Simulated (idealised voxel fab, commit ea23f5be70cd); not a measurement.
process module | voxel ribs on slabs
cross-section cut | 220 nm wide | cells 5 nm
A cross-section is a grid of square cells, given in bands from the top down. A band is one or more rows of cells.
Each band's line starts with the height of the band's top and of its bottom, in nm. Then come its materials from left to right, each with its width in nm. One material with "throughout" fills the band from edge to edge. "air" is empty space.
Height 0 is the level under which the wafer as received is all one material. The lowest band goes on downwards, as in "0 down".
A width such as "30 to 40" changes by the same amount from each row of cells to the next, from the band's top row to its bottom row.
"no change" after a step means that no cell of the cross-section changed.
closed voids: empty space of 8 cells or more with no open way to the top, each as width x height at its distance from the left edge, in nm
after a step's settings: what the simulator itself notes on the step
overlay nm, on a step with a mask: how far to the right of its planned place the mask lay; to the left if negative
plan
1 op RECEIVE | material Si
2 op DIRECTIONAL_DEP | material SiO2 | thk nm 20
3 op DIRECTIONAL_DEP | material SiN | thk nm 15
4 op PATTERN | tone cover | mask id RIB | material resist | width nm 20 | thk nm 15 | overlay nm 0
5 op DIRECTIONAL_ETCH | etch materials SiN | depth nm 10
6 op STRIP | etch materials resist
7 op PATTERN | tone cover | mask id SLAB | material resist | width nm 60 | thk nm 20 | overlay nm 0
8 op DIRECTIONAL_ETCH | etch materials SiN | depth nm 5
9 op STRIP | etch materials resist
10 op FILL_DEP | material SiO2 | thk nm 20
11 op CMP | height nm 45
12 op DIRECTIONAL_DEP | material W | thk nm 5
13 op PATTERN | tone cover | mask id HEATER | material resist | width nm 30 | thk nm 20 | overlay nm 0
14 op DIRECTIONAL_ETCH | etch materials W | depth nm 5
15 op STRIP | etch materials resist
16 op CONFORMAL_DEP | material SiN | thk nm 10
as received, after step 1
  0 down: Si throughout
  closed voids: none
first wafer at the end, as planned
  60 to 55: air 85 | SiN 50 | air 85
  55 to 50: SiN throughout
  50 to 45: SiN 95 | W 30 | SiN 95
  45 to 35: SiO2 throughout
  35 to 25: SiO2 100 | SiN 20 | SiO2 100
  25 to 20: SiO2 80 | SiN 60 | SiO2 80
  20 to 0: SiO2 throughout
  0 down: Si throughout
  closed voids: none
second wafer at the end: like start, like plan, one mistake
  60 to 55: air 85 | SiN 50 | air 85
  55 to 50: SiN throughout
  50 to 45: SiN 95 | W 30 | SiN 95
  45 to 35: SiO2 throughout
  35 to 25: SiO2 100 | SiN 20 | SiO2 100
  25 to 20: SiO2 90 | SiN 60 | SiO2 70
  20 to 0: SiO2 throughout
  0 down: Si throughout
  closed voids: none
what went wrong: step 7 ran as: op PATTERN | tone cover | mask id SLAB | material resist | width nm 60 | thk nm 20 | overlay nm 10
at the end the second wafer has, in cells: as many of each material as the first, in other places
